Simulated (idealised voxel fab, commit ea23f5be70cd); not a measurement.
process module | voxel wiring stack
cross-section cut | 155 nm wide | cells 5 nm
A cross-section is a grid of square cells, given in bands from the top down. A band is one or more rows of cells.
Each band's line starts with the height of the band's top and of its bottom, in nm. Then come its materials from left to right, each with its width in nm. One material with "throughout" fills the band from edge to edge. "air" is empty space.
Height 0 is the level under which the wafer as received is all one material. The lowest band goes on downwards, as in "0 down".
A width such as "30 to 40" changes by the same amount from each row of cells to the next, from the band's top row to its bottom row.
"no change" after a step means that no cell of the cross-section changed.
closed voids: empty space of 8 cells or more with no open way to the top, each as width x height at its distance from the left edge, in nm
after a step's settings: what the simulator itself notes on the step
overlay nm, on a step with a mask: how far to the right of its planned place the mask lay; to the left if negative
plan
1 op RECEIVE | material Si
2 op CONFORMAL_DEP | material SiO2 | thk nm 15
3 op DIRECTIONAL_DEP | material TiN | thk nm 5
4 op DIRECTIONAL_DEP | material W | thk nm 20
5 op PATTERN | tone cover | mask id METAL_1 | material resist | width nm 20 | pitch nm 50 | thk nm 20 | overlay nm 0
6 op DIRECTIONAL_ETCH | etch materials W | depth nm 20
7 op DIRECTIONAL_ETCH | etch materials TiN | depth nm 5
8 op STRIP | etch materials resist
9 op CONFORMAL_DEP | material SiCN | thk nm 5
10 op FILL_DEP | material lowk | thk nm 10
11 op CMP | height nm 40
12 op CONFORMAL_DEP | material SiCN | thk nm 5
13 op DIRECTIONAL_DEP | material SiO2 | thk nm 35
14 op DIRECTIONAL_DEP | material aC | thk nm 10
15 op PATTERN | tone open | mask id METAL_2 | material resist | width nm 20 | pitch nm 50 | thk nm 25 | overlay nm 0
16 op DIRECTIONAL_ETCH | etch materials aC | depth nm 10
17 op STRIP | etch materials resist
18 op DIRECTIONAL_ETCH | etch materials SiO2 | depth nm 20
19 op STRIP | etch materials aC
20 op PATTERN | tone open | mask id METAL_2_HOLES | material resist | width nm 15 | thk nm 20 | overlay nm 0
21 op DIRECTIONAL_ETCH | etch materials SiO2 | depth nm 15
22 op DIRECTIONAL_ETCH | etch materials SiCN | depth nm 5
23 op STRIP | etch materials resist
24 op CONFORMAL_DEP | material TiN | thk nm 5
25 op FILL_DEP | material Cu | thk nm 10
26 op CMP | height nm 80
27 op CONFORMAL_DEP | material SiN | thk nm 5
as received, after step 1
  0 down: Si throughout
  closed voids: none
first wafer at the end, as planned
  85 to 80: SiN throughout
  80 to 65: SiO2 40 | TiN 5 | Cu 10 | TiN 5 | SiO2 30 | TiN 5 | Cu 10 | TiN 5 | SiO2 45
  65 to 60: SiO2 40 | TiN 5 | Cu 5 | TiN 10 | SiO2 30 | TiN 20 | SiO2 45
  60 to 45: SiO2 40 | TiN 5 | Cu 5 | TiN 5 | SiO2 100
  45 to 40: SiCN 40 | TiN 15 | SiCN 100
  40 to 20: lowk 35 | SiCN 5 | W 20 | SiCN 5 | lowk 20 | SiCN 5 | W 20 | SiCN 5 | lowk 40
  20 to 15: SiCN 40 | TiN 20 | SiCN 30 | TiN 20 | SiCN 45
  15 to 0: SiO2 throughout
  0 down: Si throughout
  closed voids: none
second wafer at the end: like start, like plan, one mistake
  85 to 80: SiN throughout
  80 to 65: SiO2 40 | TiN 5 | Cu 10 | TiN 5 | SiO2 30 | TiN 5 | Cu 10 | TiN 5 | SiO2 45
  65 to 60: SiO2 40 | TiN 5 | Cu 5 | TiN 10 | SiO2 30 | TiN 20 | SiO2 45
  60 to 45: SiO2 40 | TiN 5 | Cu 5 | TiN 5 | SiO2 100
  45 to 40: SiCN 40 | TiN 15 | SiCN 100
  40 to 20: W 40 | SiCN 5 | lowk 10 | SiCN 5 | W 30 | SiCN 5 | lowk 10 | SiCN 5 | W 45
  20 to 15: TiN 40 | SiCN 20 | TiN 30 | SiCN 20 | TiN 45
  15 to 0: SiO2 throughout
  0 down: Si throughout
  closed voids: none
what went wrong: step 5 ran as: op PATTERN | tone open | mask id METAL_1 | material resist | width nm 20 | pitch nm 50 | thk nm 20 | overlay nm 0
at the end the second wafer has, in cells: 15 fewer of SiCN | 15 more of TiN | 60 more of W | 60 fewer of lowk
